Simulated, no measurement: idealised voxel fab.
process module | voxel air gaps
cross-section cut | 235 nm wide | cells 5 nm
A cross-section is a grid of square cells, given in bands from the top down. A band is one or more rows of cells.
Each band's line starts with the height of the band's top and of its bottom, in nm. Then come its materials from left to right, each with its width in nm. One material with "throughout" fills the band from edge to edge. "air" is empty space.
Height 0 is the level under which the wafer as received is all one material. The lowest band goes on downwards, as in "0 down".
A width such as "30 to 40" changes by the same amount from each row of cells to the next, from the band's top row to its bottom row.
"no change" after a step means that no cell of the cross-section changed.
closed voids: empty space of 8 cells or more with no open way to the top, each as width x height at its distance from the left edge, in nm
after a step's settings: what the simulator itself notes on the step
overlay nm, on a step with a mask: how far to the right of its planned place the mask lay; to the left if negative
plan
1 op RECEIVE | material Si
2 op CONFORMAL_DEP | material SiO2 | thk nm 10
3 op CONFORMAL_DEP | material SiN | thk nm 5
4 op DIRECTIONAL_DEP | material SiO2 | thk nm 35
5 op MASKED_ETCH | tone open | mask id LINES | width nm 15 | pitch nm 40 | etch materials SiO2 | depth nm 35 | overlay nm 0
6 op CONFORMAL_DEP | material TiN | thk nm 5
7 op FILL_DEP | material Ru | thk nm 5
8 op CMP | height nm 50
9 op EPI | material Ru | thk nm 10
10 op SELECTIVE_ETCH | etch materials SiO2 | depth nm 45
11 op CONFORMAL_DEP | material SiCN | thk nm 5
varied across the wafers: thk nm of step 6. The plan shows the first wafer's value. All wafers start alike
first wafer as received, after step 1
  0 down: Si throughout
  closed voids: none
each wafer at the end: cells of each material gained (+) or lost (-) since it was received, then its closed voids
thk nm 5 | +80 Ru | +139 SiCN | +47 SiN | +94 SiO2 | +60 TiN | closed voids: 15 x 25 at 70; 15 x 25 at 110; 15 x 25 at 150
thk nm 10 | +56 Ru | +139 SiCN | +47 SiN | +94 SiO2 | +84 TiN | closed voids: 15 x 25 at 70; 15 x 25 at 110; 15 x 25 at 150
thk nm 15 | +56 Ru | +139 SiCN | +47 SiN | +94 SiO2 | +84 TiN | closed voids: 15 x 25 at 70; 15 x 25 at 110; 15 x 25 at 150
thk nm 20 | +56 Ru | +139 SiCN | +47 SiN | +94 SiO2 | +84 TiN | closed voids: 15 x 25 at 70; 15 x 25 at 110; 15 x 25 at 150
